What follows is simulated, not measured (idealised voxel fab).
process module | voxel gate over fins
cross-section cut | 140 nm wide | cells 5 nm
A cross-section is a grid of square cells, given in bands from the top down. A band is one or more rows of cells.
Each band's line starts with the height of the band's top and of its bottom, in nm. Then come its materials from left to right, each with its width in nm. One material with "throughout" fills the band from edge to edge. "air" is empty space.
Height 0 is the level under which the wafer as received is all one material. The lowest band goes on downwards, as in "0 down".
A width such as "30 to 40" changes by the same amount from each row of cells to the next, from the band's top row to its bottom row.
"no change" after a step means that no cell of the cross-section changed.
closed voids: empty space of 8 cells or more with no open way to the top, each as width x height at its distance from the left edge, in nm
after a step's settings: what the simulator itself notes on the step
overlay nm, on a step with a mask: how far to the right of its planned place the mask lay; to the left if negative
plan
1 op RECEIVE | material Si
2 op CONFORMAL_DEP | material SiN | thk nm 5
3 op DIRECTIONAL_DEP | material aC | thk nm 15
4 op PATTERN | tone cover | mask id FINS | material resist | width nm 15 | pitch nm 45 | thk nm 30 | overlay nm 0
5 op DIRECTIONAL_ETCH | etch materials aC | depth nm 15
6 op STRIP | etch materials resist
7 op DIRECTIONAL_ETCH | etch materials SiN | depth nm 5
8 op DIRECTIONAL_ETCH | etch materials Si | depth nm 30
9 op STRIP | etch materials aC
10 op FILL_DEP | material SiO2 | thk nm 15
11 op CMP | height nm 5
12 op SELECTIVE_ETCH | etch materials SiO2 | depth nm 20
13 op STRIP | etch materials SiN
14 op CONFORMAL_DEP | material HfO2 | thk nm 5
15 op CONFORMAL_DEP | material TiN | thk nm 5
16 op FILL_DEP | material W | thk nm 10
17 op CMP | height nm 15
18 op CONFORMAL_DEP | material SiCN | thk nm 5
varied across the wafers: depth nm of step 8. The plan shows the first wafer's value. All wafers start alike
first wafer as received, after step 1
  0 down: Si throughout
  closed voids: none
first wafer at the end, after step 18
  20 to 15: SiCN throughout
  15 to 10: W throughout
  10 to 5: W 30 | TiN 35 | W 10 | TiN 35 | W 30
  5 to 0: W 30 | TiN 5 | HfO2 25 | TiN 5 | W 10 | TiN 5 | HfO2 25 | TiN 5 | W 30
  0 to -5: W 30 | TiN 5 | HfO2 5 | Si 15 | HfO2 5 | TiN 5 | W 10 | TiN 5 | HfO2 5 | Si 15 | HfO2 5 | TiN 5 | W 30
  -5 to -10: TiN 35 | HfO2 5 | Si 15 | HfO2 5 | TiN 20 | HfO2 5 | Si 15 | HfO2 5 | TiN 35
  -10 to -15: HfO2 40 | Si 15 | HfO2 30 | Si 15 | HfO2 40
  -15 to -30: SiO2 40 | Si 15 | SiO2 30 | Si 15 | SiO2 40
  -30 down: Si throughout
  closed voids: none
last wafer at the end
  20 to 15: SiCN throughout
  15 to 10: W throughout
  10 to 5: W 30 | TiN 35 | W 10 | TiN 35 | W 30
  5 to 0: W 30 | TiN 5 | HfO2 25 | TiN 5 | W 10 | TiN 5 | HfO2 25 | TiN 5 | W 30
  0 to -5: W 30 | TiN 5 | HfO2 5 | Si 15 | HfO2 5 | TiN 5 | W 10 | TiN 5 | HfO2 5 | Si 15 | HfO2 5 | TiN 5 | W 30
  -5 to -10: TiN 35 | HfO2 5 | Si 15 | HfO2 5 | TiN 20 | HfO2 5 | Si 15 | HfO2 5 | TiN 35
  -10 to -15: HfO2 40 | Si 15 | HfO2 30 | Si 15 | HfO2 40
  -15 to -55: SiO2 40 | Si 15 | SiO2 30 | Si 15 | SiO2 40
  -55 down: Si throughout
  closed voids: none
each wafer at the end: cells of each material gained (+) or lost (-) since it was received, then its closed voids
depth nm 30 | +40 HfO2 | -132 Si | +28 SiCN | +66 SiO2 | +40 TiN | +70 W | closed voids: none
depth nm 35 | +40 HfO2 | -154 Si | +28 SiCN | +88 SiO2 | +40 TiN | +70 W | closed voids: none
depth nm 40 | +40 HfO2 | -176 Si | +28 SiCN | +110 SiO2 | +40 TiN | +70 W | closed voids: none
depth nm 45 | +40 HfO2 | -198 Si | +28 SiCN | +132 SiO2 | +40 TiN | +70 W | closed voids: none
depth nm 50 | +40 HfO2 | -220 Si | +28 SiCN | +154 SiO2 | +40 TiN | +70 W | closed voids: none
depth nm 55 | +40 HfO2 | -242 Si | +28 SiCN | +176 SiO2 | +40 TiN | +70 W | closed voids: none
